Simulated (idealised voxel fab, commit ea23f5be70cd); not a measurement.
process module | voxel fin reveal
cross-section cut | 265 nm wide | cells 5 nm
A cross-section is a grid of square cells, given in bands from the top down. A band is one or more rows of cells.
Each band's line starts with the height of the band's top and of its bottom, in nm. Then come its materials from left to right, each with its width in nm. One material with "throughout" fills the band from edge to edge. "air" is empty space.
Height 0 is the level under which the wafer as received is all one material. The lowest band goes on downwards, as in "0 down".
A width such as "30 to 40" changes by the same amount from each row of cells to the next, from the band's top row to its bottom row.
"no change" after a step means that no cell of the cross-section changed.
closed voids: empty space of 8 cells or more with no open way to the top, each as width x height at its distance from the left edge, in nm
after a step's settings: what the simulator itself notes on the step
overlay nm, on a step with a mask: how far to the right of its planned place the mask lay; to the left if negative
plan
1 op RECEIVE | material Si
2 op CONFORMAL_DEP | material SiN | thk nm 5
3 op PATTERN | tone cover | mask id FINS | material resist | width nm 15 | pitch nm 45 | thk nm 15 | overlay nm 0
4 op DIRECTIONAL_ETCH | etch materials SiN | depth nm 5
5 op DIRECTIONAL_ETCH | etch materials Si | depth nm 30
6 op STRIP | etch materials resist
7 op OXIDIZE | depth nm 5
8 op FILL_DEP | material SiO2 | thk nm 15
9 op CMP | height nm 5
10 op SELECTIVE_ETCH | etch materials SiO2 | depth nm 15
11 op STRIP | etch materials SiN
12 op CONFORMAL_DEP | material SiO2 | thk nm 5
as received, after step 1
  0 down: Si throughout
  closed voids: none
first wafer at the end, as planned
  5 to 0: air 55 | SiO2 15 | air 30 | SiO2 15 | air 30 | SiO2 15 | air 30 | SiO2 15 | air 60
  0 to -5: air 55 | SiO2 5 | Si 5 | SiO2 5 | air 30 | SiO2 5 | Si 5 | SiO2 5 | air 30 | SiO2 5 | Si 5 | SiO2 5 | air 30 | SiO2 5 | Si 5 | SiO2 5 | air 60
  -5 to -35: SiO2 60 | Si 5 | SiO2 40 | Si 5 | SiO2 40 | Si 5 | SiO2 40 | Si 5 | SiO2 65
  -35 down: Si throughout
  closed voids: none
second wafer at the end: like start, like plan, one mistake
  0 to -10: air 60 | Si 5 | air 40 | Si 5 | air 40 | Si 5 | air 40 | Si 5 | air 65
  -10 to -35: SiO2 60 | Si 5 | SiO2 40 | Si 5 | SiO2 40 | Si 5 | SiO2 40 | Si 5 | SiO2 65
  -35 down: Si throughout
  closed voids: none
what went wrong: step 12 was left out
at the end the second wafer has, in cells: 69 fewer of SiO2
